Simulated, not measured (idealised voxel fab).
Title: Process Module voxel wiring stack
Square cell edge 5 nm, section width 165 nm, ID cut.
Square cells in a grid make up a cross-section in this document, and the grid is given as bands, listed from the top down, each one or more rows of cells. It is stipulated that each band's entry specify, in nanometres, the height of the top of the band and then that of its bottom, followed by the materials of the band in left-to-right sequence, each together with its width in nanometres. A single material marked by the word "everywhere" is understood to fill the band from edge to edge; the word "air" is understood to denote empty space. Measure heights from 0. That's the level where, below it, the as-received wafer is all one material. The lowest band is bottomless and extends downward; write it as in "0 -> down". So if you see something like "30..40" for the width, read it as the top row of the band sitting at the first number and the bottom row at the second, with every row in between moving by the same amount as the last. You'll sometimes find "nothing got changed" written for a step, and that's the way of saying that nowhere in the cross-section did a cell change during that step. For the entry "Closed void list", the listed items are empty spaces with no open way to the top whose size is 8 cells or more; each item follows the pattern width x height at distance, where distance is from the left edge and all three are in nm. Past the settings on a step's line: simulator remark, on that step. overlay nm: for a step with a mask, the amount by which the mask lay right of where it was planned; a negative amount means left of it.

This section lists the process steps that were planned:
1,RECEIVE (material Si)
2,CONFORMAL_DEP (material SiO2; thk nm 10)
3,CONFORMAL_DEP (material SiCN; thk nm 5)
4,DIRECTIONAL_DEP (material lowk; thk nm 25)
5,PATTERN (tone open; mask id METAL_1; material resist; width nm 20; pitch nm 45; thk nm 20; overlay nm 0)
6,DIRECTIONAL_ETCH (etch materials lowk; depth nm 25)
7,DIRECTIONAL_ETCH (etch materials SiCN; depth nm 5)
8,STRIP (etch materials resist)
9,CONFORMAL_DEP (material TiN; thk nm 5)
10,FILL_DEP (material Ru; thk nm 5)
11,CMP (height nm 40)
12,EPI (material Ru; thk nm 5)
13,FILL_DEP (material SiCN; thk nm 5)
14,DIRECTIONAL_DEP (material SiO2; thk nm 35)
15,MASKED_ETCH (tone open; mask id METAL_2_HOLES; width nm 15; pitch nm 45; etch materials SiO2; depth nm 35; overlay nm 0)
16,MASKED_ETCH (tone open; mask id METAL_2; width nm 20; pitch nm 45; etch materials SiO2; depth nm 20; overlay nm 0)
17,MASKED_ETCH (tone open; mask id METAL_2; width nm 20; pitch nm 45; etch materials SiCN; depth nm 5; overlay nm 0)
18,CONFORMAL_DEP (material TiN; thk nm 5)
19,FILL_DEP (material Cu; thk nm 10)
20,CMP (height nm 85)
21,CONFORMAL_DEP (material SiN; thk nm 5)

This is the cross-section of the wafer as we received it, i.e. after step 1:
0 -> down | Si everywhere
Closed void list: none

End-of-module cross-section of the first of two wafers, processed as planned:
90 -> 85 | SiN everywhere
85 -> 70 | 50 nm SiO2; 5 nm TiN; 10 nm Cu; 5 nm TiN; 25 nm SiO2; 5 nm TiN; 10 nm Cu; 5 nm TiN; 50 nm SiO2
70 -> 65 | 50 nm SiO2; 5 nm TiN; 5 nm Cu; 10 nm TiN; 25 nm SiO2; 5 nm TiN; 5 nm Cu; 10 nm TiN; 50 nm SiO2
65 -> 50 | 50 nm SiO2; 5 nm TiN; 5 nm Cu; 5 nm TiN; 30 nm SiO2; 5 nm TiN; 5 nm Cu; 5 nm TiN; 55 nm SiO2
50 -> 45 | 50 nm SiCN; 15 nm TiN; 30 nm SiCN; 15 nm TiN; 55 nm SiCN
45 -> 40 | 45 nm SiCN; 30 nm Ru; 15 nm SiCN; 30 nm Ru; 45 nm SiCN
40 -> 15 | 50 nm lowk; 5 nm TiN; 10 nm Ru; 5 nm TiN; 25 nm lowk; 5 nm TiN; 10 nm Ru; 5 nm TiN; 50 nm lowk
15 -> 10 | 50 nm SiCN; 20 nm TiN; 25 nm SiCN; 20 nm TiN; 50 nm SiCN
10 -> 0 | SiO2 everywhere
0 -> down | Si everywhere
Closed void list: none

The second wafer, shown in cross-section after the module: started the same way as the first and given the same plan, yet one mistake crept into how it was run:
90 -> 85 | SiN everywhere
85 -> 70 | 50 nm SiO2; 5 nm TiN; 10 nm Cu; 5 nm TiN; 25 nm SiO2; 5 nm TiN; 10 nm Cu; 5 nm TiN; 50 nm SiO2
70 -> 65 | 50 nm SiO2; 5 nm TiN; 5 nm Cu; 10 nm TiN; 25 nm SiO2; 5 nm TiN; 5 nm Cu; 10 nm TiN; 50 nm SiO2
65 -> 50 | 50 nm SiO2; 5 nm TiN; 5 nm Cu; 5 nm TiN; 30 nm SiO2; 5 nm TiN; 5 nm Cu; 5 nm TiN; 55 nm SiO2
50 -> 45 | 50 nm SiCN; 15 nm TiN; 30 nm SiCN; 15 nm TiN; 55 nm SiCN
45 -> 40 | Ru everywhere
40 -> 35 | 55 nm TiN; 10 nm Ru; 35 nm TiN; 10 nm Ru; 55 nm TiN
35 -> 15 | 50 nm lowk; 5 nm TiN; 10 nm Ru; 5 nm TiN; 25 nm lowk; 5 nm TiN; 10 nm Ru; 5 nm TiN; 50 nm lowk
15 -> 10 | 50 nm lowk; 20 nm TiN; 25 nm lowk; 20 nm TiN; 50 nm lowk
10 -> 0 | SiO2 everywhere
0 -> down | Si everywhere
Closed void list: none
Plan not followed: the run left out plan step 3 entirely, so it was never executed
Final wafer comparison in cells, second versus first, more or fewer per material: Ru: 21 more; SiCN: 46 fewer; TiN: 25 more
